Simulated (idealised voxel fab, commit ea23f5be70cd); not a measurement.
The name of this process module is voxel capacitor over wiring.
The width of the displayed cross-section, cut, is 240 nm; its cells are square, with a size of 5 nm.
A cross-section is a grid of square cells, given in bands from the top down. A band is one or more rows of cells. In this notation a band is specified by the heights of its top and bottom, in that order and in nm, after which its materials appear from left to right, each paired with its width in nm. The word "throughout" attached to a single material means that material fills the band from edge to edge; the word "air" stands for empty space. The reference from which all heights are counted is 0, the level beneath which the as-received wafer is entirely one material; the lowest band, having no lower bound, proceeds downward and is written after the example "z 0 and below". When a width is written as two numbers, as in "30..40", the first number is the width in the top row of cells of the band and the second is the width in its bottom row, and the width changes by the same amount from each row to the next. "all unchanged" after a step means that no cell of the cross-section changed. The entry "Closed internal cavities" lists the empty spaces that cover at least 8 cells and have no open path to the top. Each is written as width x height at distance, where the distance is measured from the left edge and all three values are in nm. after a step's settings: what the simulator itself notes on the step. On any step carrying a mask, the "overlay nm" setting, if present on the step's line, tells how far right of its planned place the mask lay; negative values point to the left.

[Planned step list for the process]
- 1: RECEIVE, material Si
- 2: CONFORMAL_DEP, material SiO2, thk nm 10
- 3: CONFORMAL_DEP, material SiN, thk nm 5
- 4: DIRECTIONAL_DEP, material SiO2, thk nm 15
- 5: PATTERN, tone open, mask id METAL_1, material resist, width nm 30, pitch nm 80, thk nm 15, overlay nm 0
- 6: DIRECTIONAL_ETCH, etch materials SiO2, depth nm 15
- 7: DIRECTIONAL_ETCH, etch materials SiN, depth nm 5
- 8: STRIP, etch materials resist
- 9: CONFORMAL_DEP, material TiN, thk nm 5
- 10: FILL_DEP, material Cu, thk nm 5
- 11: CMP, height nm 30
- 12: EPI, material Ru, thk nm 5
- 13: FILL_DEP, material SiCN, thk nm 5
- 14: DIRECTIONAL_DEP, material SiO2, thk nm 15
- 15: DIRECTIONAL_DEP, material aC, thk nm 15
- 16: PATTERN, tone open, mask id PLUG_1, material resist, width nm 15, thk nm 30, overlay nm 0
- 17: DIRECTIONAL_ETCH, etch materials aC, depth nm 15
- 18: STRIP, etch materials resist
- 19: DIRECTIONAL_ETCH, etch materials SiO2, depth nm 15
- 20: DIRECTIONAL_ETCH, etch materials SiCN, depth nm 5
- 21: STRIP, etch materials aC
- 22: CONFORMAL_DEP, material TiN, thk nm 5
- 23: FILL_DEP, material W, thk nm 10
- 24: CMP, height nm 55
- 25: DIRECTIONAL_DEP, material TiN, thk nm 10
- 26: DIRECTIONAL_DEP, material Al2O3, thk nm 5
- 27: DIRECTIONAL_DEP, material TiN, thk nm 5
- 28: MASKED_ETCH, tone cover, mask id UPPER_PLATE, width nm 55, etch materials TiN, depth nm 5, overlay nm 0
- 29: MASKED_ETCH, tone cover, mask id UPPER_PLATE, width nm 55, etch materials Al2O3, depth nm 5, overlay nm 0
- 30: MASKED_ETCH, tone cover, mask id LOWER_PLATE, width nm 65, etch materials TiN, depth nm 10, overlay nm 0
- 31: FILL_DEP, material SiO2, thk nm 20
- 32: CMP, height nm 90
- 33: DIRECTIONAL_DEP, material aC, thk nm 15
- 34: PATTERN, tone open, mask id PLUG_2, material resist, width nm 15, thk nm 35, overlay nm 0
- 35: DIRECTIONAL_ETCH, etch materials aC, depth nm 15
- 36: STRIP, etch materials resist
- 37: DIRECTIONAL_ETCH, etch materials SiO2, depth nm 15
- 38: STRIP, etch materials aC
- 39: CONFORMAL_DEP, material TiN, thk nm 5
- 40: FILL_DEP, material Ru, thk nm 5
- 41: CMP, height nm 90
- 42: CONFORMAL_DEP, material SiN, thk nm 5

[As-received wafer cross-section (after step 1)]
> z 0 and below = Si throughout
> Closed internal cavities: none

[Cross-section: first of two wafers, module finished, run according to plan]
> z 95 to 90 = SiN throughout
> z 90 to 80 = 90 of SiO2 / 5 of TiN / 5 of Ru / 5 of TiN / 135 of SiO2
> z 80 to 70 = 90..80 of SiO2 / 15..55 of TiN / 135..105 of SiO2
> z 70 to 65 = 80 of SiO2 / 55 of Al2O3 / 105 of SiO2
> z 65 to 55 = 75 of SiO2 / 65 of TiN / 100 of SiO2
> z 55 to 40 = 80 of SiO2 / 5 of TiN / 5 of W / 5 of TiN / 145 of SiO2
> z 40 to 35 = 80 of SiCN / 15 of TiN / 145 of SiCN
> z 35 to 30 = 60 of SiCN / 40 of Ru / 40 of SiCN / 40 of Ru / 60 of SiCN
> z 30 to 15 = 65 of SiO2 / 5 of TiN / 20 of Cu / 5 of TiN / 50 of SiO2 / 5 of TiN / 20 of Cu / 5 of TiN / 65 of SiO2
> z 15 to 10 = 65 of SiN / 30 of TiN / 50 of SiN / 30 of TiN / 65 of SiN
> z 10 to 0 = SiO2 throughout
> z 0 and below = Si throughout
> Closed internal cavities: none

[Here is the second of the two wafers cut open at the end of the module - same start, same plan as the first one, but we made one mistake running it]
> z 95 to 90 = SiN throughout
> z 90 to 80 = 90 of SiO2 / 5 of TiN / 5 of Ru / 5 of TiN / 135 of SiO2
> z 80 to 70 = 90..80 of SiO2 / 15..55 of TiN / 135..105 of SiO2
> z 70 to 65 = 80 of SiO2 / 55 of Al2O3 / 105 of SiO2
> z 65 to 55 = 75 of SiO2 / 65 of TiN / 100 of SiO2
> z 55 to 40 = 80 of SiO2 / 5 of TiN / 5 of W / 5 of TiN / 145 of SiO2
> z 40 to 35 = 80 of SiCN / 15 of TiN / 145 of SiCN
> z 35 to 30 = Ru throughout
> z 30 to 25 = 70 of TiN / 20 of Cu / 60 of TiN / 20 of Cu / 70 of TiN
> z 25 to 15 = 65 of SiO2 / 5 of TiN / 20 of Cu / 5 of TiN / 50 of SiO2 / 5 of TiN / 20 of Cu / 5 of TiN / 65 of SiO2
> z 15 to 10 = 65 of SiO2 / 30 of TiN / 50 of SiO2 / 30 of TiN / 65 of SiO2
> z 10 to 0 = SiO2 throughout
> z 0 and below = Si throughout
> Closed internal cavities: none
Heads up, the wafer didn't run the way we planned it: step 3 of the plan did not run at all; it was left out
Once processing is complete, comparing cell counts shows that the second wafer has more or fewer of certain materials than the first: 32 more of Ru; 32 fewer of SiCN; 36 fewer of SiN; 36 more of TiN
